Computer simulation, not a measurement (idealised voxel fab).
process module | voxel air gaps
cross-section cut | 155 nm wide | cells 5 nm
A cross-section is a grid of square cells, given in bands from the top down. A band is one or more rows of cells.
Each band's line starts with the height of the band's top and of its bottom, in nm. Then come its materials from left to right, each with its width in nm. One material with "throughout" fills the band from edge to edge. "air" is empty space.
Height 0 is the level under which the wafer as received is all one material. The lowest band goes on downwards, as in "0 down".
A width such as "30 to 40" changes by the same amount from each row of cells to the next, from the band's top row to its bottom row.
"no change" after a step means that no cell of the cross-section changed.
closed voids: empty space of 8 cells or more with no open way to the top, each as width x height at its distance from the left edge, in nm
after a step's settings: what the simulator itself notes on the step
overlay nm, on a step with a mask: how far to the right of its planned place the mask lay; to the left if negative
plan
1 op RECEIVE | material Si
2 op CONFORMAL_DEP | material SiO2 | thk nm 15
3 op CONFORMAL_DEP | material SiCN | thk nm 5
4 op DIRECTIONAL_DEP | material lowk | thk nm 35
5 op PATTERN | tone open | mask id LINES | material resist | width nm 15 | pitch nm 40 | thk nm 15 | overlay nm 0
6 op DIRECTIONAL_ETCH | etch materials lowk | depth nm 35
7 op STRIP | etch materials resist
8 op CONFORMAL_DEP | material TiN | thk nm 5
9 op FILL_DEP | material W | thk nm 5
10 op CMP | height nm 55
11 op EPI | material Ru | thk nm 10
12 op SELECTIVE_ETCH | etch materials lowk | depth nm 45
13 op CONFORMAL_DEP | material SiCN | thk nm 5
as received, after step 1
  0 down: Si throughout
  closed voids: none
a wafer at the end: this start, this plan, one mistake
  70 to 65: air 15 | SiCN 125 | air 15
  65 to 55: air 15 | SiCN 5 | Ru 35 | SiCN 5 | Ru 35 | SiCN 5 | Ru 35 | SiCN 5 | air 15
  55 to 50: air 15 | SiCN 15 | TiN 5 | W 5 | TiN 5 | SiCN 25 | TiN 5 | W 5 | TiN 5 | SiCN 25 | TiN 5 | W 5 | TiN 5 | SiCN 15 | air 15
  50 to 25: air 25 | SiCN 5 | TiN 5 | W 5 | TiN 5 | SiCN 5 | air 15 | SiCN 5 | TiN 5 | W 5 | TiN 5 | SiCN 5 | air 15 | SiCN 5 | TiN 5 | W 5 | TiN 5 | SiCN 5 | air 25
  25 to 20: SiCN 30 | TiN 15 | SiCN 25 | TiN 15 | SiCN 25 | TiN 15 | SiCN 30
  20 to 5: SiO2 throughout
  5 to 0: SiCN throughout
  0 down: Si throughout
  closed voids: 15 x 25 at 50; 15 x 25 at 90
what went wrong: steps 2 and 3 were swapped
